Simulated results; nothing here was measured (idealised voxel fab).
process module | voxel fin reveal
Xsec cut, 195 nm wide, square cell size 5 nm.
Format of a cross-section: grid, square cells. Given as bands. Order: top down. Band: one or more rows of cells. For a band, the entry starts with two heights in nm, that of the top and then that of the bottom, and carries on with the band's materials in order from left to right, each alongside its width in nm; the word "edge to edge" beside a single material means it fills the band edge to edge, and "empty" means empty space. Beneath 0, the wafer as received is one material, and that level is where height counting begins. The lowest band goes on downward without a bottom; it is written like "0 and below". Graded width ("30..40"): value in top row of band = first number; value in bottom row = second number; row-to-row change constant. Step note "everything unchanged" = no cross-section cell changed. In the "Enclosed void entries" entry, you get each enclosed empty space of 8 cells or more, one with no open way to the top, written width x height at distance, distance from the left edge, in nm. The remark found on a step's line after its settings is issued by the simulator itself and pertains to that step. The setting "overlay nm" may be written on the line of a step. When the step uses a mask, the value reports how far to the right of the planned place the mask lay, and a negative value reports that it lay to the left.
THIS SECTION LISTS THE PROCESS STEPS THAT WERE PLANNED
- 1: RECEIVE (material Si)
- 2: CONFORMAL_DEP (material SiN; thk nm 5)
- 3: PATTERN (tone cover; mask id FINS; material resist; width nm 15; pitch nm 35; thk nm 20; overlay nm 0)
- 4: DIRECTIONAL_ETCH (etch materials SiN; depth nm 5)
- 5: DIRECTIONAL_ETCH (etch materials Si; depth nm 40)
- 6: STRIP (etch materials resist)
- 7: FILL_DEP (material SiO2; thk nm 10)
- 8: CMP (height nm 5)
- 9: SELECTIVE_ETCH (etch materials SiO2; depth nm 30)
- 10: STRIP (etch materials SiN)
- 11: CONFORMAL_DEP (material SiO2; thk nm 5)
THE FIRST OF A SET OF TWO WAFERS, RUN TO PLAN
INCOMING WAFER IN CROSS-SECTION (STATE: AFTER STEP 1)
* 0 and below | Si edge to edge
* Enclosed void entries: none
ONCE STEP 2 IS THROUGH, THE WAFER LOOKS LIKE THIS IN CROSS-SECTION
* 5 down to 0 | SiN edge to edge
* Everything below 0 is unchanged.
ONCE STEP 3 IS THROUGH, THE WAFER LOOKS LIKE THIS IN CROSS-SECTION
* 25 down to 5 | 70 empty, then 15 resist, then 20 empty, then 15 resist, then 75 empty
* Everything below 5 is unchanged.
ONCE STEP 4 IS THROUGH, THE WAFER LOOKS LIKE THIS IN CROSS-SECTION
* 25 down to 5 | 70 empty, then 15 resist, then 20 empty, then 15 resist, then 75 empty
* 5 down to 0 | 70 empty, then 15 SiN, then 20 empty, then 15 SiN, then 75 empty
* Everything below 0 is unchanged.
ONCE STEP 5 IS THROUGH, THE WAFER LOOKS LIKE THIS IN CROSS-SECTION
* 25 down to 5 | 70 empty, then 15 resist, then 20 empty, then 15 resist, then 75 empty
* 5 down to 0 | 70 empty, then 15 SiN, then 20 empty, then 15 SiN, then 75 empty
* 0 down to -40 | 70 empty, then 15 Si, then 20 empty, then 15 Si, then 75 empty
* Everything below -40 is unchanged.
ONCE STEP 6 IS THROUGH, THE WAFER LOOKS LIKE THIS IN CROSS-SECTION
* 5 down to 0 | 70 empty, then 15 SiN, then 20 empty, then 15 SiN, then 75 empty
* Everything below 0 is unchanged.
ONCE STEP 7 IS THROUGH, THE WAFER LOOKS LIKE THIS IN CROSS-SECTION
* 15 down to 5 | SiO2 edge to edge
* 5 down to 0 | 70 SiO2, then 15 SiN, then 20 SiO2, then 15 SiN, then 75 SiO2
* 0 down to -40 | 70 SiO2, then 15 Si, then 20 SiO2, then 15 Si, then 75 SiO2
* Everything below -40 is unchanged.
ONCE STEP 8 IS THROUGH, THE WAFER LOOKS LIKE THIS IN CROSS-SECTION
* 5 down to 0 | 70 SiO2, then 15 SiN, then 20 SiO2, then 15 SiN, then 75 SiO2
* Everything below 0 is unchanged.
ONCE STEP 9 IS THROUGH, THE WAFER LOOKS LIKE THIS IN CROSS-SECTION
* 5 down to 0 | 70 empty, then 15 SiN, then 20 empty, then 15 SiN, then 75 empty
* 0 down to -25 | 70 empty, then 15 Si, then 20 empty, then 15 Si, then 75 empty
* Everything below -25 is unchanged.
ONCE STEP 10 IS THROUGH, THE WAFER LOOKS LIKE THIS IN CROSS-SECTION
* 0 down to -25 | 70 empty, then 15 Si, then 20 empty, then 15 Si, then 75 empty
* Everything below -25 is unchanged.
ONCE STEP 11 IS THROUGH, THE WAFER LOOKS LIKE THIS IN CROSS-SECTION
* 5 down to 0 | 65 empty, then 25 SiO2, then 10 empty, then 25 SiO2, then 70 empty
* 0 down to -20 | 65 empty, then 5 SiO2, then 15 Si, then 5 SiO2, then 10 empty, then 5 SiO2, then 15 Si, then 5 SiO2, then 70 empty
* -20 down to -40 | 70 SiO2, then 15 Si, then 20 SiO2, then 15 Si, then 75 SiO2
* Everything below -40 is unchanged.
SECOND WAFER - SHARED START AND PLAN WITH THE FIRST - ONE ERROR IN RUNNING - SAME AS THE FIRST UP TO STEP 8 INCLUSIVE
WHAT THE SECOND WAFER LOOKS LIKE IN CROSS-SECTION WHEN STEP 9 SHOULD HAVE WRAPPED UP
* 5 down to 0 | 70 SiO2, then 15 empty, then 20 SiO2, then 15 empty, then 75 SiO2
* Everything below 0 is unchanged.
WHAT THE SECOND WAFER LOOKS LIKE IN CROSS-SECTION WHEN STEP 10 SHOULD HAVE WRAPPED UP
* 0 down to -25 | 70 empty, then 15 Si, then 20 empty, then 15 Si, then 75 empty
* -25 down to -30 | 40 SiO2, then 30 empty, then 15 Si, then 20 empty, then 15 Si, then 30 empty, then 45 SiO2
* Everything below -30 is unchanged.
WHAT THE SECOND WAFER LOOKS LIKE IN CROSS-SECTION WHEN STEP 11 SHOULD HAVE WRAPPED UP
* 5 down to 0 | 65 empty, then 25 SiO2, then 10 empty, then 25 SiO2, then 70 empty
* 0 down to -20 | 65 empty, then 5 SiO2, then 15 Si, then 5 SiO2, then 10 empty, then 5 SiO2, then 15 Si, then 5 SiO2, then 70 empty
* -20 down to -25 | 45 SiO2, then 20 empty, then 5 SiO2, then 15 Si, then 5 SiO2, then 10 empty, then 5 SiO2, then 15 Si, then 5 SiO2, then 20 empty, then 50 SiO2
* -25 down to -40 | 70 SiO2, then 15 Si, then 20 SiO2, then 15 Si, then 75 SiO2
* Everything below -40 is unchanged.
Heads up, the wafer didn't run the way we planned it: so 9 and 10 got swapped relative to the plan, each ran where the other was supposed to
Cell-count delta at end, second wafer over first, by material: SiO2: 10 fewer
